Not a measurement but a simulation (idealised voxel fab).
This is a process module. Its name is voxel released beams.
Cross-section cut: width 250 nm, square cells of 5 nm.
Cross-section format: a grid of square cells, given as bands from top to bottom; each band is one or more rows of cells. The entry gives the band's vertical extent as a top height and a bottom height in nm, then its horizontal make-up as materials from left to right, each with a width in nm. "blank" stands for empty space; a single material marked "full width" fills the band edge to edge. Convention: height 0 is the level below which the wafer, as received, is all one material. The lowest band does not terminate at the bottom but continues downward, represented as "z 0 and below". The notation "30->40" denotes a width that varies across the rows of cells in the band, beginning at the first number in the top row, finishing at the second number in the bottom row, and changing by an identical amount from each row to the next. Step marked "remains unaltered"? Then no cell in the cross-section changed in it. The label "Enclosed empty spaces" introduces a list of the empty spaces, 8 cells or larger, that have no open way up to the top; each entry in it reads width x height at distance, where the distance is taken from the left edge and all three are stated in nm. Read whatever lies past the settings on a step's line as the simulator's own remark about the step. Steps that use a mask can have "overlay nm" on their line. It says how far the mask sat to the right of where it was meant to be. Negative means to the left. Guide to the pairs. Each holds a before and an after cross-section around one process step; the after cross-section is cut off at the lowest band that changed. Look under the pair for the step between them and its settings. Pairs can come from different runs of this module on the same starting wafer, so a pair follows on from the one above it only where its entry headed "Before the process" says it does.

Before the process:
  z 0 and below: Si full width
  Enclosed empty spaces: none

Sectional Result:
  z 5 to 0: Al2O3 full width
  Heights below 0 show no change.
  Enclosed empty spaces: none
Upper to lower cross-section via op CONFORMAL_DEP | material Al2O3 | thk nm 5

Before the process: = after-state of the pair above.

Sectional Result:
  z 25 to 5: SiO2 full width
  Heights below 5 show no change.
  Enclosed empty spaces: none
Upper to lower cross-section via op DIRECTIONAL_DEP | material SiO2 | thk nm 20

Before the process: = after-state of the pair above.

Sectional Result:
  z 40 to 25: resist 75, then blank 45, then resist 130
  Heights below 25 show no change.
  Enclosed empty spaces: none
Upper to lower cross-section via op PATTERN | tone open | mask id ANCHOR | material resist | width nm 45 | thk nm 15 | overlay nm 0

Before the process: = after-state of the pair above.

Sectional Result:
  z 40 to 25: resist 75, then blank 45, then resist 130
  z 25 to 5: SiO2 75, then blank 45, then SiO2 130
  Heights below 5 show no change.
  Enclosed empty spaces: none
Upper to lower cross-section via op DIRECTIONAL_ETCH | etch materials SiO2 | depth nm 20

Before the process: = after-state of the pair above.

Sectional Result:
  z 25 to 5: SiO2 75, then blank 45, then SiO2 130
  Heights below 5 show no change.
  Enclosed empty spaces: none
Upper to lower cross-section via op STRIP | etch materials resist

Before the process: = after-state of the pair above.

Sectional Result:
  z 40 to 25: SiN 90, then blank 15, then SiN 145
  z 25 to 20: SiO2 75, then SiN 15, then blank 15, then SiN 15, then SiO2 130
  z 20 to 5: SiO2 75, then SiN 45, then SiO2 130
  Heights below 5 show no change.
  Enclosed empty spaces: none
Upper to lower cross-section via op CONFORMAL_DEP | material SiN | thk nm 15

Before the process: = after-state of the pair above.

Sectional Result:
  z 50 to 40: aC 90, then blank 15, then aC 145
  z 40 to 30: SiN 90, then blank 15, then SiN 145
  z 30 to 25: SiN 90, then aC 15, then SiN 145
  z 25 to 20: SiO2 75, then SiN 15, then aC 15, then SiN 15, then SiO2 130
  Heights below 20 show no change.
  Enclosed empty spaces: none
Upper to lower cross-section via op DIRECTIONAL_DEP | material aC | thk nm 10

Before the process: = after-state of the pair above.

Sectional Result:
  z 80 to 50: blank 70, then resist 105, then blank 75
  z 50 to 40: aC 90, then resist 15, then aC 145
  z 40 to 30: SiN 90, then resist 15, then SiN 145
  Heights below 30 show no change.
  Enclosed empty spaces: none
Upper to lower cross-section via op PATTERN | tone cover | mask id BEAM | material resist | width nm 105 | thk nm 30 | overlay nm 0

Before the process: = after-state of the pair above.

Sectional Result:
  z 70 to 50: blank 70, then resist 105, then blank 75
  z 50 to 40: blank 70, then aC 20, then resist 15, then aC 70, then blank 75
  Heights below 40 show no change.
  Enclosed empty spaces: none
Upper to lower cross-section via op DIRECTIONAL_ETCH | etch materials aC | depth nm 10

Before the process: = after-state of the pair above.

Sectional Result:
  z 50 to 40: blank 70, then aC 20, then blank 15, then aC 70, then blank 75
  z 40 to 30: SiN 90, then blank 15, then SiN 145
  Heights below 30 show no change.
  Enclosed empty spaces: none
Upper to lower cross-section via op STRIP | etch materials resist

Before the process: = after-state of the pair above.

Sectional Result:
  z 50 to 40: blank 70, then aC 20, then blank 15, then aC 70, then blank 75
  z 40 to 30: blank 70, then SiN 20, then blank 15, then SiN 70, then blank 75
  z 30 to 25: blank 70, then SiN 20, then aC 15, then SiN 70, then blank 75
  Heights below 25 show no change.
  Enclosed empty spaces: none
Upper to lower cross-section via op DIRECTIONAL_ETCH | etch materials SiN | depth nm 15

Before the process: = after-state of the pair above.

Sectional Result:
  z 40 to 25: blank 70, then SiN 20, then blank 15, then SiN 70, then blank 75
  z 25 to 20: SiO2 75, then SiN 15, then blank 15, then SiN 15, then SiO2 130
  Heights below 20 show no change.
  Enclosed empty spaces: none
Upper to lower cross-section via op STRIP | etch materials aC

Before the process: = after-state of the pair above.

Sectional Result:
  z 40 to 25: blank 70, then SiN 20, then blank 15, then SiN 70, then blank 75
  z 25 to 20: blank 75, then SiN 15, then blank 15, then SiN 15, then blank 130
  z 20 to 5: blank 75, then SiN 45, then blank 130
  Heights below 5 show no change.
  Enclosed empty spaces: none
Upper to lower cross-section via op STRIP | etch materials SiO2

Before the process:
  z 0 and below: Si full width
  Enclosed empty spaces: none

Sectional Result:
  z 20 to 0: SiO2 full width
  Heights below 0 show no change.
  Enclosed empty spaces: none
Upper to lower cross-section via op DIRECTIONAL_DEP | material SiO2 | thk nm 20

Before the process: = after-state of the pair above.

Sectional Result:
  z 35 to 20: resist 75, then blank 45, then resist 130
  Heights below 20 show no change.
  Enclosed empty spaces: none
Upper to lower cross-section via op PATTERN | tone open | mask id ANCHOR | material resist | width nm 45 | thk nm 15 | overlay nm 0

Before the process: = after-state of the pair above.

Sectional Result:
  z 35 to 20: resist 75, then blank 45, then resist 130
  z 20 to 0: SiO2 75, then blank 45, then SiO2 130
  Heights below 0 show no change.
  Enclosed empty spaces: none
Upper to lower cross-section via op DIRECTIONAL_ETCH | etch materials SiO2 | depth nm 20

Before the process: = after-state of the pair above.

Sectional Result:
  z 20 to 0: SiO2 75, then blank 45, then SiO2 130
  Heights below 0 show no change.
  Enclosed empty spaces: none
Upper to lower cross-section via op STRIP | etch materials resist

Before the process: = after-state of the pair above.

Sectional Result:
  z 35 to 20: SiN 90, then blank 15, then SiN 145
  z 20 to 15: SiO2 75, then SiN 15, then blank 15, then SiN 15, then SiO2 130
  z 15 to 0: SiO2 75, then SiN 45, then SiO2 130
  Heights below 0 show no change.
  Enclosed empty spaces: none
Upper to lower cross-section via op CONFORMAL_DEP | material SiN | thk nm 15

Before the process: = after-state of the pair above.

Sectional Result:
  z 45 to 35: aC 90, then blank 15, then aC 145
  z 35 to 25: SiN 90, then blank 15, then SiN 145
  z 25 to 20: SiN 90, then aC 15, then SiN 145
  z 20 to 15: SiO2 75, then SiN 15, then aC 15, then SiN 15, then SiO2 130
  Heights below 15 show no change.
  Enclosed empty spaces: none
Upper to lower cross-section via op DIRECTIONAL_DEP | material aC | thk nm 10

Before the process: = after-state of the pair above.

Sectional Result:
  z 75 to 45: blank 70, then resist 105, then blank 75
  z 45 to 35: aC 90, then resist 15, then aC 145
  z 35 to 25: SiN 90, then resist 15, then SiN 145
  Heights below 25 show no change.
  Enclosed empty spaces: none
Upper to lower cross-section via op PATTERN | tone cover | mask id BEAM | material resist | width nm 105 | thk nm 30 | overlay nm 0

Before the process: = after-state of the pair above.

Sectional Result:
  z 65 to 45: blank 70, then resist 105, then blank 75
  z 45 to 35: blank 70, then aC 20, then resist 15, then aC 70, then blank 75
  Heights below 35 show no change.
  Enclosed empty spaces: none
Upper to lower cross-section via op DIRECTIONAL_ETCH | etch materials aC | depth nm 10

Before the process: = after-state of the pair above.

Sectional Result:
  z 45 to 35: blank 70, then aC 20, then blank 15, then aC 70, then blank 75
  z 35 to 25: SiN 90, then blank 15, then SiN 145
  Heights below 25 show no change.
  Enclosed empty spaces: none
Upper to lower cross-section via op STRIP | etch materials resist

Before the process: = after-state of the pair above.

Sectional Result:
  z 45 to 35: blank 70, then aC 20, then blank 15, then aC 70, then blank 75
  z 35 to 25: blank 70, then SiN 20, then blank 15, then SiN 70, then blank 75
  z 25 to 20: blank 70, then SiN 20, then aC 15, then SiN 70, then blank 75
  Heights below 20 show no change.
  Enclosed empty spaces: none
Upper to lower cross-section via op DIRECTIONAL_ETCH | etch materials SiN | depth nm 15

Before the process: = after-state of the pair above.

Sectional Result:
  z 35 to 20: blank 70, then SiN 20, then blank 15, then SiN 70, then blank 75
  z 20 to 15: SiO2 75, then SiN 15, then blank 15, then SiN 15, then SiO2 130
  Heights below 15 show no change.
  Enclosed empty spaces: none
Upper to lower cross-section via op STRIP | etch materials aC

Before the process: = after-state of the pair above.

Sectional Result:
  z 35 to 20: blank 70, then SiN 20, then blank 15, then SiN 70, then blank 75
  z 20 to 15: blank 75, then SiN 15, then blank 15, then SiN 15, then blank 130
  z 15 to 0: blank 75, then SiN 45, then blank 130
  Heights below 0 show no change.
  Enclosed empty spaces: none
Upper to lower cross-section via op STRIP | etch materials SiO2

Before the process:
  z 40 to 25: SiN 90, then blank 15, then SiN 145
  z 25 to 20: SiO2 75, then SiN 15, then blank 15, then SiN 15, then SiO2 130
  z 20 to 5: SiO2 75, then SiN 45, then SiO2 130
  z 5 to 0: Al2O3 full width
  z 0 and below: Si full width
  Enclosed empty spaces: none

Sectional Result:
  z 55 to 25: SiN full width
  z 25 to 5: SiO2 75, then SiN 45, then SiO2 130
  Heights below 5 show no change.
  Enclosed empty spaces: none
Upper to lower cross-section via op CONFORMAL_DEP | material SiN | thk nm 15

Before the process: = after-state of the pair above.

Sectional Result:
  z 65 to 55: aC full width
  Heights below 55 show no change.
  Enclosed empty spaces: none
Upper to lower cross-section via op DIRECTIONAL_DEP | material aC | thk nm 10

Before the process: = after-state of the pair above.

Sectional Result:
  z 95 to 65: blank 70, then resist 105, then blank 75
  Heights below 65 show no change.
  Enclosed empty spaces: none
Upper to lower cross-section via op PATTERN | tone cover | mask id BEAM | material resist | width nm 105 | thk nm 30 | overlay nm 0

Before the process: = after-state of the pair above.

Sectional Result:
  z 85 to 65: blank 70, then resist 105, then blank 75
  z 65 to 55: blank 70, then aC 105, then blank 75
  Heights below 55 show no change.
  Enclosed empty spaces: none
Upper to lower cross-section via op DIRECTIONAL_ETCH | etch materials aC | depth nm 10

Before the process: = after-state of the pair above.

Sectional Result:
  z 65 to 55: blank 70, then aC 105, then blank 75
  Heights below 55 show no change.
  Enclosed empty spaces: none
Upper to lower cross-section via op STRIP | etch materials resist

Before the process: = after-state of the pair above.

Sectional Result:
  z 65 to 55: blank 70, then aC 105, then blank 75
  z 55 to 40: blank 70, then SiN 105, then blank 75
  Heights below 40 show no change.
  Enclosed empty spaces: none
Upper to lower cross-section via op DIRECTIONAL_ETCH | etch materials SiN | depth nm 15

Before the process: = after-state of the pair above.

Sectional Result:
  z 55 to 40: blank 70, then SiN 105, then blank 75
  Heights below 40 show no change.
  Enclosed empty spaces: none
Upper to lower cross-section via op STRIP | etch materials aC

Before the process:
  z 20 to 0: SiO2 full width
  z 0 and below: Si full width
  Enclosed empty spaces: none

Sectional Result:
  z 25 to 20: Al2O3 full width
  Heights below 20 show no change.
  Enclosed empty spaces: none
Upper to lower cross-section via op CONFORMAL_DEP | material Al2O3 | thk nm 5

Before the process: = after-state of the pair above.

Sectional Result:
  z 40 to 25: resist 75, then blank 45, then resist 130
  Heights below 25 show no change.
  Enclosed empty spaces: none
Upper to lower cross-section via op PATTERN | tone open | mask id ANCHOR | material resist | width nm 45 | thk nm 15 | overlay nm 0

Before the process: = after-state of the pair above.

Sectional Result:
  z 25 to 20: Al2O3 full width
  Heights below 20 show no change.
  Enclosed empty spaces: none
Upper to lower cross-section via op STRIP | etch materials resist

Before the process: = after-state of the pair above.

Sectional Result:
  z 40 to 25: SiN full width
  Heights below 25 show no change.
  Enclosed empty spaces: none
Upper to lower cross-section via op CONFORMAL_DEP | material SiN | thk nm 15

Before the process: = after-state of the pair above.

Sectional Result:
  z 50 to 40: aC full width
  Heights below 40 show no change.
  Enclosed empty spaces: none
Upper to lower cross-section via op DIRECTIONAL_DEP | material aC | thk nm 10

Before the process: = after-state of the pair above.

Sectional Result:
  z 80 to 50: blank 70, then resist 105, then blank 75
  Heights below 50 show no change.
  Enclosed empty spaces: none
Upper to lower cross-section via op PATTERN | tone cover | mask id BEAM | material resist | width nm 105 | thk nm 30 | overlay nm 0

Before the process: = after-state of the pair above.

Sectional Result:
  z 70 to 50: blank 70, then resist 105, then blank 75
  z 50 to 40: blank 70, then aC 105, then blank 75
  Heights below 40 show no change.
  Enclosed empty spaces: none
Upper to lower cross-section via op DIRECTIONAL_ETCH | etch materials aC | depth nm 10

Before the process: = after-state of the pair above.

Sectional Result:
  z 50 to 40: blank 70, then aC 105, then blank 75
  Heights below 40 show no change.
  Enclosed empty spaces: none
Upper to lower cross-section via op STRIP | etch materials resist

Before the process: = after-state of the pair above.

Sectional Result:
  z 50 to 40: blank 70, then aC 105, then blank 75
  z 40 to 25: blank 70, then SiN 105, then blank 75
  Heights below 25 show no change.
  Enclosed empty spaces: none
Upper to lower cross-section via op DIRECTIONAL_ETCH | etch materials SiN | depth nm 15

Before the process: = after-state of the pair above.

Sectional Result:
  z 40 to 25: blank 70, then SiN 105, then blank 75
  Heights below 25 show no change.
  Enclosed empty spaces: none
Upper to lower cross-section via op STRIP | etch materials aC

Before the process:
  z 0 and below: Si full width
  Enclosed empty spaces: none

Sectional Result:
  z 15 to 0: Al2O3 full width
  Heights below 0 show no change.
  Enclosed empty spaces: none
Upper to lower cross-section via op CONFORMAL_DEP | material Al2O3 | thk nm 15

Before the process: = after-state of the pair above.

Sectional Result:
  z 35 to 15: SiO2 full width
  Heights below 15 show no change.
  Enclosed empty spaces: none
Upper to lower cross-section via op DIRECTIONAL_DEP | material SiO2 | thk nm 20

Before the process: = after-state of the pair above.

Sectional Result:
  z 50 to 35: resist 75, then blank 45, then resist 130
  Heights below 35 show no change.
  Enclosed empty spaces: none
Upper to lower cross-section via op PATTERN | tone open | mask id ANCHOR | material resist | width nm 45 | thk nm 15 | overlay nm 0

Before the process: = after-state of the pair above.

Sectional Result:
  z 50 to 35: resist 75, then blank 45, then resist 130
  z 35 to 15: SiO2 75, then blank 45, then SiO2 130
  Heights below 15 show no change.
  Enclosed empty spaces: none
Upper to lower cross-section via op DIRECTIONAL_ETCH | etch materials SiO2 | depth nm 20

Before the process: = after-state of the pair above.

Sectional Result:
  z 35 to 15: SiO2 75, then blank 45, then SiO2 130
  Heights below 15 show no change.
  Enclosed empty spaces: none
Upper to lower cross-section via op STRIP | etch materials resist

Before the process: = after-state of the pair above.

Sectional Result:
  z 50 to 35: SiN 90, then blank 15, then SiN 145
  z 35 to 30: SiO2 75, then SiN 15, then blank 15, then SiN 15, then SiO2 130
  z 30 to 15: SiO2 75, then SiN 45, then SiO2 130
  Heights below 15 show no change.
  Enclosed empty spaces: none
Upper to lower cross-section via op CONFORMAL_DEP | material SiN | thk nm 15

Before the process: = after-state of the pair above.

Sectional Result:
  z 60 to 50: aC 90, then blank 15, then aC 145
  z 50 to 40: SiN 90, then blank 15, then SiN 145
  z 40 to 35: SiN 90, then aC 15, then SiN 145
  z 35 to 30: SiO2 75, then SiN 15, then aC 15, then SiN 15, then SiO2 130
  Heights below 30 show no change.
  Enclosed empty spaces: none
Upper to lower cross-section via op DIRECTIONAL_DEP | material aC | thk nm 10

Before the process: = after-state of the pair above.

Sectional Result:
  z 90 to 60: blank 70, then resist 105, then blank 75
  z 60 to 50: aC 90, then resist 15, then aC 145
  z 50 to 40: SiN 90, then resist 15, then SiN 145
  Heights below 40 show no change.
  Enclosed empty spaces: none
Upper to lower cross-section via op PATTERN | tone cover | mask id BEAM | material resist | width nm 105 | thk nm 30 | overlay nm 0

Before the process: = after-state of the pair above.

Sectional Result:
  z 80 to 60: blank 70, then resist 105, then blank 75
  z 60 to 50: blank 70, then aC 20, then resist 15, then aC 70, then blank 75
  Heights below 50 show no change.
  Enclosed empty spaces: none
Upper to lower cross-section via op DIRECTIONAL_ETCH | etch materials aC | depth nm 10

Before the process: = after-state of the pair above.

Sectional Result:
  z 60 to 50: blank 70, then aC 20, then blank 15, then aC 70, then blank 75
  z 50 to 40: SiN 90, then blank 15, then SiN 145
  Heights below 40 show no change.
  Enclosed empty spaces: none
Upper to lower cross-section via op STRIP | etch materials resist

Before the process: = after-state of the pair above.

Sectional Result:
  z 60 to 50: blank 70, then aC 20, then blank 15, then aC 70, then blank 75
  z 50 to 40: blank 70, then SiN 20, then blank 15, then SiN 70, then blank 75
  z 40 to 35: blank 70, then SiN 20, then aC 15, then SiN 70, then blank 75
  Heights below 35 show no change.
  Enclosed empty spaces: none
Upper to lower cross-section via op DIRECTIONAL_ETCH | etch materials SiN | depth nm 15

Before the process: = after-state of the pair above.

Sectional Result:
  z 50 to 35: blank 70, then SiN 20, then blank 15, then SiN 70, then blank 75
  z 35 to 30: SiO2 75, then SiN 15, then blank 15, then SiN 15, then SiO2 130
  Heights below 30 show no change.
  Enclosed empty spaces: none
Upper to lower cross-section via op STRIP | etch materials aC

Before the process: = after-state of the pair above.

Sectional Result:
  z 50 to 35: blank 70, then SiN 20, then blank 15, then SiN 70, then blank 75
  z 35 to 30: blank 75, then SiN 15, then blank 15, then SiN 15, then blank 130
  z 30 to 15: blank 75, then SiN 45, then blank 130
  Heights below 15 show no change.
  Enclosed empty spaces: none
Upper to lower cross-section via op STRIP | etch materials SiO2

Before the process:
  z 50 to 40: aC 90, then blank 15, then aC 145
  z 40 to 30: SiN 90, then blank 15, then SiN 145
  z 30 to 25: SiN 90, then aC 15, then SiN 145
  z 25 to 20: SiO2 75, then SiN 15, then aC 15, then SiN 15, then SiO2 130
  z 20 to 5: SiO2 75, then SiN 45, then SiO2 130
  z 5 to 0: Al2O3 full width
  z 0 and below: Si full width
  Enclosed empty spaces: none

Sectional Result:
  z 80 to 50: blank 65, then resist 115, then blank 70
  z 50 to 40: aC 90, then resist 15, then aC 145
  z 40 to 30: SiN 90, then resist 15, then SiN 145
  Heights below 30 show no change.
  Enclosed empty spaces: none
Upper to lower cross-section via op PATTERN | tone cover | mask id BEAM | material resist | width nm 115 | thk nm 30 | overlay nm 0

Before the process: = after-state of the pair above.

Sectional Result:
  z 70 to 50: blank 65, then resist 115, then blank 70
  z 50 to 40: blank 65, then aC 25, then resist 15, then aC 75, then blank 70
  Heights below 40 show no change.
  Enclosed empty spaces: none
Upper to lower cross-section via op DIRECTIONAL_ETCH | etch materials aC | depth nm 10

Before the process: = after-state of the pair above.

Sectional Result:
  z 50 to 40: blank 65, then aC 25, then blank 15, then aC 75, then blank 70
  z 40 to 30: SiN 90, then blank 15, then SiN 145
  Heights below 30 show no change.
  Enclosed empty spaces: none
Upper to lower cross-section via op STRIP | etch materials resist

Before the process: = after-state of the pair above.

Sectional Result:
  z 50 to 40: blank 65, then aC 25, then blank 15, then aC 75, then blank 70
  z 40 to 30: blank 65, then SiN 25, then blank 15, then SiN 75, then blank 70
  z 30 to 25: blank 65, then SiN 25, then aC 15, then SiN 75, then blank 70
  Heights below 25 show no change.
  Enclosed empty spaces: none
Upper to lower cross-section via op DIRECTIONAL_ETCH | etch materials SiN | depth nm 15

Before the process: = after-state of the pair above.

Sectional Result:
  z 40 to 25: blank 65, then SiN 25, then blank 15, then SiN 75, then blank 70
  z 25 to 20: SiO2 75, then SiN 15, then blank 15, then SiN 15, then SiO2 130
  Heights below 20 show no change.
  Enclosed empty spaces: none
Upper to lower cross-section via op STRIP | etch materials aC

Before the process: = after-state of the pair above.

Sectional Result:
  z 40 to 25: blank 65, then SiN 25, then blank 15, then SiN 75, then blank 70
  z 25 to 20: blank 75, then SiN 15, then blank 15, then SiN 15, then blank 130
  z 20 to 5: blank 75, then SiN 45, then blank 130
  Heights below 5 show no change.
  Enclosed empty spaces: none
Upper to lower cross-section via op STRIP | etch materials SiO2

Before the process:
  z 50 to 40: aC 90, then blank 15, then aC 145
  z 40 to 30: SiN 90, then blank 15, then SiN 145
  z 30 to 25: SiN 90, then aC 15, then SiN 145
  z 25 to 20: SiO2 75, then SiN 15, then aC 15, then SiN 15, then SiO2 130
  z 20 to 5: SiO2 75, then SiN 45, then SiO2 130
  z 5 to 0: Al2O3 full width
  z 0 and below: Si full width
  Enclosed empty spaces: none

Sectional Result:
  z 80 to 50: blank 65, then resist 105, then blank 80
  z 50 to 40: aC 90, then resist 15, then aC 145
  z 40 to 30: SiN 90, then resist 15, then SiN 145
  Heights below 30 show no change.
  Enclosed empty spaces: none
Upper to lower cross-section via op PATTERN | tone cover | mask id BEAM | material resist | width nm 105 | thk nm 30 | overlay nm -5

Before the process: = after-state of the pair above.

Sectional Result:
  z 70 to 50: blank 65, then resist 105, then blank 80
  z 50 to 40: blank 65, then aC 25, then resist 15, then aC 65, then blank 80
  Heights below 40 show no change.
  Enclosed empty spaces: none
Upper to lower cross-section via op DIRECTIONAL_ETCH | etch materials aC | depth nm 10

Before the process: = after-state of the pair above.

Sectional Result:
  z 50 to 40: blank 65, then aC 25, then blank 15, then aC 65, then blank 80
  z 40 to 30: SiN 90, then blank 15, then SiN 145
  Heights below 30 show no change.
  Enclosed empty spaces: none
Upper to lower cross-section via op STRIP | etch materials resist

Before the process: = after-state of the pair above.

Sectional Result:
  z 50 to 40: blank 65, then aC 25, then blank 15, then aC 65, then blank 80
  z 40 to 30: blank 65, then SiN 25, then blank 15, then SiN 65, then blank 80
  z 30 to 25: blank 65, then SiN 25, then aC 15, then SiN 65, then blank 80
  Heights below 25 show no change.
  Enclosed empty spaces: none
Upper to lower cross-section via op DIRECTIONAL_ETCH | etch materials SiN | depth nm 15

Before the process: = after-state of the pair above.

Sectional Result:
  z 40 to 25: blank 65, then SiN 25, then blank 15, then SiN 65, then blank 80
  z 25 to 20: SiO2 75, then SiN 15, then blank 15, then SiN 15, then SiO2 130
  Heights below 20 show no change.
  Enclosed empty spaces: none
Upper to lower cross-section via op STRIP | etch materials aC

Before the process: = after-state of the pair above.

Sectional Result:
  z 40 to 25: blank 65, then SiN 25, then blank 15, then SiN 65, then blank 80
  z 25 to 20: blank 75, then SiN 15, then blank 15, then SiN 15, then blank 130
  z 20 to 5: blank 75, then SiN 45, then blank 130
  Heights below 5 show no change.
  Enclosed empty spaces: none
Upper to lower cross-section via op STRIP | etch materials SiO2

Before the process:
  z 0 and below: Si full width
  Enclosed empty spaces: none

Sectional Result:
  z 5 to 0: SiO2 full width
  Heights below 0 show no change.
  Enclosed empty spaces: none
Upper to lower cross-section via op CONFORMAL_DEP | material SiO2 | thk nm 5

Before the process: = after-state of the pair above.

Sectional Result:
  z 25 to 0: SiO2 full width
  Heights below 0 show no change.
  Enclosed empty spaces: none
Upper to lower cross-section via op DIRECTIONAL_DEP | material SiO2 | thk nm 20

Before the process: = after-state of the pair above.

Sectional Result:
  z 40 to 25: resist 75, then blank 45, then resist 130
  Heights below 25 show no change.
  Enclosed empty spaces: none
Upper to lower cross-section via op PATTERN | tone open | mask id ANCHOR | material resist | width nm 45 | thk nm 15 | overlay nm 0

Before the process: = after-state of the pair above.

Sectional Result:
  z 40 to 25: resist 75, then blank 45, then resist 130
  z 25 to 5: SiO2 75, then blank 45, then SiO2 130
  Heights below 5 show no change.
  Enclosed empty spaces: none
Upper to lower cross-section via op DIRECTIONAL_ETCH | etch materials SiO2 | depth nm 20

Before the process: = after-state of the pair above.

Sectional Result:
  z 25 to 5: SiO2 75, then blank 45, then SiO2 130
  Heights below 5 show no change.
  Enclosed empty spaces: none
Upper to lower cross-section via op STRIP | etch materials resist

Before the process: = after-state of the pair above.

Sectional Result:
  z 40 to 25: SiN 90, then blank 15, then SiN 145
  z 25 to 20: SiO2 75, then SiN 15, then blank 15, then SiN 15, then SiO2 130
  z 20 to 5: SiO2 75, then SiN 45, then SiO2 130
  Heights below 5 show no change.
  Enclosed empty spaces: none
Upper to lower cross-section via op CONFORMAL_DEP | material SiN | thk nm 15

Before the process: = after-state of the pair above.

Sectional Result:
  z 50 to 40: aC 90, then blank 15, then aC 145
  z 40 to 30: SiN 90, then blank 15, then SiN 145
  z 30 to 25: SiN 90, then aC 15, then SiN 145
  z 25 to 20: SiO2 75, then SiN 15, then aC 15, then SiN 15, then SiO2 130
  Heights below 20 show no change.
  Enclosed empty spaces: none
Upper to lower cross-section via op DIRECTIONAL_DEP | material aC | thk nm 10

Before the process: = after-state of the pair above.

Sectional Result:
  z 80 to 50: blank 70, then resist 105, then blank 75
  z 50 to 40: aC 90, then resist 15, then aC 145
  z 40 to 30: SiN 90, then resist 15, then SiN 145
  Heights below 30 show no change.
  Enclosed empty spaces: none
Upper to lower cross-section via op PATTERN | tone cover | mask id BEAM | material resist | width nm 105 | thk nm 30 | overlay nm 0

Before the process: = after-state of the pair above.

Sectional Result:
  z 70 to 50: blank 70, then resist 105, then blank 75
  z 50 to 40: blank 70, then aC 20, then resist 15, then aC 70, then blank 75
  Heights below 40 show no change.
  Enclosed empty spaces: none
Upper to lower cross-section via op DIRECTIONAL_ETCH | etch materials aC | depth nm 10

Before the process: = after-state of the pair above.

Sectional Result:
  z 50 to 40: blank 70, then aC 20, then blank 15, then aC 70, then blank 75
  z 40 to 30: SiN 90, then blank 15, then SiN 145
  Heights below 30 show no change.
  Enclosed empty spaces: none
Upper to lower cross-section via op STRIP | etch materials resist

Before the process: = after-state of the pair above.

Sectional Result:
  z 50 to 40: blank 70, then aC 20, then blank 15, then aC 70, then blank 75
  z 40 to 30: blank 70, then SiN 20, then blank 15, then SiN 70, then blank 75
  z 30 to 25: blank 70, then SiN 20, then aC 15, then SiN 70, then blank 75
  Heights below 25 show no change.
  Enclosed empty spaces: none
Upper to lower cross-section via op DIRECTIONAL_ETCH | etch materials SiN | depth nm 15

Before the process: = after-state of the pair above.

Sectional Result:
  z 40 to 25: blank 70, then SiN 20, then blank 15, then SiN 70, then blank 75
  z 25 to 20: SiO2 75, then SiN 15, then blank 15, then SiN 15, then SiO2 130
  Heights below 20 show no change.
  Enclosed empty spaces: none
Upper to lower cross-section via op STRIP | etch materials aC

Before the process: = after-state of the pair above.

Sectional Result:
  z 0 and below: Si full width
  Enclosed empty spaces: none
Upper to lower cross-section via op STRIP | etch materials SiO2

Before the process:
  z 25 to 5: SiO2 full width
  z 5 to 0: Al2O3 full width
  z 0 and below: Si full width
  Enclosed empty spaces: none

Sectional Result:
  z 40 to 25: blank 75, then resist 45, then blank 130
  Heights below 25 show no change.
  Enclosed empty spaces: none
Upper to lower cross-section via op PATTERN | tone cover | mask id ANCHOR | material resist | width nm 45 | thk nm 15 | overlay nm 0

Before the process: = after-state of the pair above.

Sectional Result:
  z 40 to 25: blank 75, then resist 45, then blank 130
  z 25 to 5: blank 75, then SiO2 45, then blank 130
  Heights below 5 show no change.
  Enclosed empty spaces: none
Upper to lower cross-section via op DIRECTIONAL_ETCH | etch materials SiO2 | depth nm 20

Before the process: = after-state of the pair above.

Sectional Result:
  z 25 to 5: blank 75, then SiO2 45, then blank 130
  Heights below 5 show no change.
  Enclosed empty spaces: none
Upper to lower cross-section via op STRIP | etch materials resist

Before the process: = after-state of the pair above.

Sectional Result:
  z 40 to 25: blank 60, then SiN 75, then blank 115
  z 25 to 20: blank 60, then SiN 15, then SiO2 45, then SiN 15, then blank 115
  z 20 to 5: SiN 75, then SiO2 45, then SiN 130
  Heights below 5 show no change.
  Enclosed empty spaces: none
Upper to lower cross-section via op CONFORMAL_DEP | material SiN | thk nm 15

Before the process: = after-state of the pair above.

Sectional Result:
  z 50 to 40: blank 60, then aC 75, then blank 115
  z 40 to 30: blank 60, then SiN 75, then blank 115
  z 30 to 25: aC 60, then SiN 75, then aC 115
  z 25 to 20: aC 60, then SiN 15, then SiO2 45, then SiN 15, then aC 115
  Heights below 20 show no change.
  Enclosed empty spaces: none
Upper to lower cross-section via op DIRECTIONAL_DEP | material aC | thk nm 10

Before the process: = after-state of the pair above.

Sectional Result:
  z 80 to 50: blank 70, then resist 105, then blank 75
  z 50 to 40: blank 60, then aC 75, then resist 40, then blank 75
  z 40 to 30: blank 60, then SiN 75, then resist 40, then blank 75
  Heights below 30 show no change.
  Enclosed empty spaces: none
Upper to lower cross-section via op PATTERN | tone cover | mask id BEAM | material resist | width nm 105 | thk nm 30 | overlay nm 0

Before the process: = after-state of the pair above.

Sectional Result:
  z 70 to 50: blank 70, then resist 105, then blank 75
  z 50 to 40: blank 70, then aC 65, then resist 40, then blank 75
  z 40 to 30: blank 60, then SiN 75, then resist 40, then blank 75
  z 30 to 25: blank 60, then SiN 75, then aC 40, then blank 75
  z 25 to 20: blank 60, then SiN 15, then SiO2 45, then SiN 15, then aC 40, then blank 75
  Heights below 20 show no change.
  Enclosed empty spaces: none
Upper to lower cross-section via op DIRECTIONAL_ETCH | etch materials aC | depth nm 10

Before the process: = after-state of the pair above.

Sectional Result:
  z 50 to 40: blank 70, then aC 65, then blank 115
  z 40 to 30: blank 60, then SiN 75, then blank 115
  Heights below 30 show no change.
  Enclosed empty spaces: none
Upper to lower cross-section via op STRIP | etch materials resist

Before the process: = after-state of the pair above.

Sectional Result:
  z 50 to 40: blank 70, then aC 65, then blank 115
  z 40 to 30: blank 70, then SiN 65, then blank 115
  z 30 to 25: blank 70, then SiN 65, then aC 40, then blank 75
  z 25 to 20: blank 60, then SiN 15, then SiO2 45, then SiN 15, then aC 40, then blank 75
  z 20 to 5: blank 60, then SiN 15, then SiO2 45, then SiN 55, then blank 75
  Heights below 5 show no change.
  Enclosed empty spaces: none
Upper to lower cross-section via op DIRECTIONAL_ETCH | etch materials SiN | depth nm 15

Before the process: = after-state of the pair above.

Sectional Result:
  z 40 to 25: blank 70, then SiN 65, then blank 115
  z 25 to 20: blank 60, then SiN 15, then SiO2 45, then SiN 15, then blank 115
  Heights below 20 show no change.
  Enclosed empty spaces: none
Upper to lower cross-section via op STRIP | etch materials aC
